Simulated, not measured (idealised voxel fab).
This is a process module. Its name is voxel quadruple lines.
FYI the section here is cut, 140 nm wide, cells are 5 nm squares.
We lay out every cross-section as a grid of square cells and spell it out in bands from the top down, where one band means one or more rows of cells.
Top height, bottom height, nm. Materials left to right, width each, nm. Single material + "all across" = fills band edge to edge. "empty" = empty.
We count height from 0. Below that, the starting wafer is all one material. The lowest band never ends at the bottom but goes on down; see "0 down" for how that is written.
Width spec "30 to 40" -> top row of cells at first value, bottom row at second value, equal per-row change in between.
"changes: none" means the step left every cell of the cross-section as it was.
Empty spaces without an open route to the top, at least 8 cells in extent, make up the entry "Voids, enclosed"; each is given as width x height at distance, where the distance is measured from the left edge, and all are in nm.
Post-settings text on a step line: simulator's own remark regarding the step.
overlay nm: mask offset rightward from planned place, masked step; negative means leftward offset.

The planned process steps are enumerated hereunder:
1: RECEIVE | material Si
2: CONFORMAL_DEP | material Al2O3 | thk nm 10
3: DIRECTIONAL_DEP | material W | thk nm 15
4: DIRECTIONAL_DEP | material polySi | thk nm 20
5: DIRECTIONAL_DEP | material aC | thk nm 20
6: PATTERN | tone cover | mask id MANDREL | material resist | width nm 20 | thk nm 25 | overlay nm 0
7: DIRECTIONAL_ETCH | etch materials aC | depth nm 20
8: STRIP | etch materials resist
9: CONFORMAL_DEP | material SiO2 | thk nm 10
10: DIRECTIONAL_ETCH | etch materials SiO2 | depth nm 10
11: STRIP | etch materials aC
12: DIRECTIONAL_ETCH | etch materials polySi | depth nm 20
13: STRIP | etch materials SiO2
14: CONFORMAL_DEP | material SiN | thk nm 5
15: DIRECTIONAL_ETCH | etch materials SiN | depth nm 5
16: STRIP | etch materials polySi
17: DIRECTIONAL_ETCH | etch materials W | depth nm 15
18: STRIP | etch materials SiN
19: FILL_DEP | material lowk | thk nm 5
20: CMP | height nm 25
Same starting wafers, different thk nm at step 14. Plan value belongs to the first wafer.

Cross-sectional view of the first of several wafers in the as-received condition, corresponding to the state following step 1:
    0 down  Si all across
    Voids, enclosed: none

Module finished, last step 20 done: cross-section of the first of several wafers:
    25 to 10  lowk 45 nm  W 5 nm  lowk 10 nm  W 5 nm  lowk 10 nm  W 5 nm  lowk 10 nm  W 5 nm  lowk 45 nm
    10 to 0  Al2O3 all across
    0 down  Si all across
    Voids, enclosed: none

Cross-sectional view, end of module, last wafer of several:
    25 to 10  W all across
    10 to 0  Al2O3 all across
    0 down  Si all across
    Voids, enclosed: none

Wafer rows, end of module: cells per material gained (+) or lost (-) since receipt; closed voids last:
thk nm 5; +56 Al2O3; +12 W; +72 lowk; Voids, enclosed: none
thk nm 10; +56 Al2O3; +84 W; Voids, enclosed: none
thk nm 15; +56 Al2O3; +84 W; Voids, enclosed: none
thk nm 20; +56 Al2O3; +84 W; Voids, enclosed: none
